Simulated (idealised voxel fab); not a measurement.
Title: Process Module voxel gate over fins
This is section cut - it's 275 nm across, gridded in 5 nm square cells.
Think of the cross-section as a grid of square cells. We describe it in bands, top to bottom, and each band covers one or more rows of those cells. This entry defines a band. It first specifies the height of the band's top and the height of its bottom in nm, and then specifies the band's materials from left to right, stating each material with its width in nm. The word "edge to edge" identifies a single material that fills the band from edge to edge, while the word "air" identifies empty space. Where do heights start? At 0: under that level the wafer as delivered is made of one material only. And the lowest band has no floor; it just carries on downward, as in "z 0 and below". The width entry "30 to 40" should be interpreted row by row: the top row of cells in the band takes the first number, the bottom row takes the second number, and the change between adjacent rows is uniform throughout. The designation "stayed the same", where it is given for a processing step, indicates that no cell of the cross-section was altered in the course of that step. Look at "Internal closed voids" for the closed voids: empty spaces with no open path to the top, sized 8 cells or up. Each is width x height at distance, distance from the left edge, all nm. Where a step's line continues beyond its settings, the continuation is a remark by the simulator itself on that step. overlay nm: mask offset rightward from planned place, masked step; negative means leftward offset.

PROCESS STEPS FORESEEN IN THE PLAN
step 1: RECEIVE | material Si
step 2: CONFORMAL_DEP | material SiN | thk nm 10
step 3: DIRECTIONAL_DEP | material aC | thk nm 15
step 4: PATTERN | tone cover | mask id FINS | material resist | width nm 15 | pitch nm 50 | thk nm 35 | overlay nm 0
step 5: DIRECTIONAL_ETCH | etch materials aC | depth nm 15
step 6: STRIP | etch materials resist
step 7: DIRECTIONAL_ETCH | etch materials SiN | depth nm 10
step 8: DIRECTIONAL_ETCH | etch materials Si | depth nm 40
step 9: STRIP | etch materials aC
step 10: OXIDIZE | depth nm 5
step 11: FILL_DEP | material SiO2 | thk nm 15
step 12: CMP | height nm 10
step 13: MASKED_ETCH | tone open | mask id RAIL | width nm 15 | etch materials SiO2 | depth nm 45 | overlay nm 0
step 14: CONFORMAL_DEP | material TiN | thk nm 5
step 15: FILL_DEP | material W | thk nm 10
step 16: CMP | height nm 10
step 17: SELECTIVE_ETCH | etch materials W Ru TiN | depth nm 30
step 18: FILL_DEP | material SiO2 | thk nm 5
step 19: CMP | height nm 10
step 20: SELECTIVE_ETCH | etch materials SiO2 | depth nm 20
step 21: STRIP | etch materials SiN
step 22: CONFORMAL_DEP | material HfO2 | thk nm 5
step 23: CONFORMAL_DEP | material TiN | thk nm 5
step 24: CONFORMAL_DEP | material TiAl | thk nm 5
step 25: CONFORMAL_DEP | material TiN | thk nm 5
step 26: FILL_DEP | material W | thk nm 15
step 27: CMP | height nm 30
step 28: CONFORMAL_DEP | material SiCN | thk nm 10

THE CROSS-SECTION HERE SHOWS THE WAFER AS RECEIVED, I.E. IN ITS STATE AFTER STEP 1
  z 0 and below = Si edge to edge
  Internal closed voids: none

A WAFER AT THE END: THIS START, THIS PLAN, ONE MISTAKE
  z 40 to 30 = SiCN edge to edge
  z 30 to 20 = W edge to edge
  z 20 to 15 = 85 of W, then 45 of TiN, then 5 of W, then 45 of TiN, then 95 of W
  z 15 to 10 = 85 of W, then 5 of TiN, then 35 of TiAl, then 5 of TiN, then 5 of W, then 5 of TiN, then 35 of TiAl, then 5 of TiN, then 95 of W
  z 10 to 5 = 90 of TiN, then 5 of TiAl, then 25 of TiN, then 5 of TiAl, then 15 of TiN, then 5 of TiAl, then 25 of TiN, then 5 of TiAl, then 100 of TiN
  z 5 to 0 = 95 of TiAl, then 5 of TiN, then 15 of HfO2, then 5 of TiN, then 25 of TiAl, then 5 of TiN, then 15 of HfO2, then 5 of TiN, then 105 of TiAl
  z 0 to -5 = 100 of TiN, then 5 of HfO2, then 5 of Si, then 5 of HfO2, then 35 of TiN, then 5 of HfO2, then 5 of Si, then 5 of HfO2, then 110 of TiN
  z -5 to -10 = 105 of HfO2, then 5 of Si, then 45 of HfO2, then 5 of Si, then 115 of HfO2
  z -10 to -20 = 105 of SiO2, then 5 of Si, then 45 of SiO2, then 5 of Si, then 115 of SiO2
  z -20 to -30 = 105 of SiO2, then 5 of Si, then 20 of SiO2, then 5 of TiN, then 5 of W, then 5 of TiN, then 10 of SiO2, then 5 of Si, then 115 of SiO2
  z -30 to -35 = 105 of SiO2, then 5 of Si, then 20 of SiO2, then 15 of TiN, then 10 of SiO2, then 5 of Si, then 115 of SiO2
  z -35 to -45 = 105 of SiO2, then 5 of Si, then 45 of SiO2, then 5 of Si, then 115 of SiO2
  z -45 and below = Si edge to edge
  Internal closed voids: none
Here's what went sideways: it should be noted that step 4 was executed with settings other than those planned, the operation and settings actually applied being PATTERN | tone cover | mask id FINS | material resist | width nm 15 | pitch nm 50 | thk nm 35 | overlay nm -5
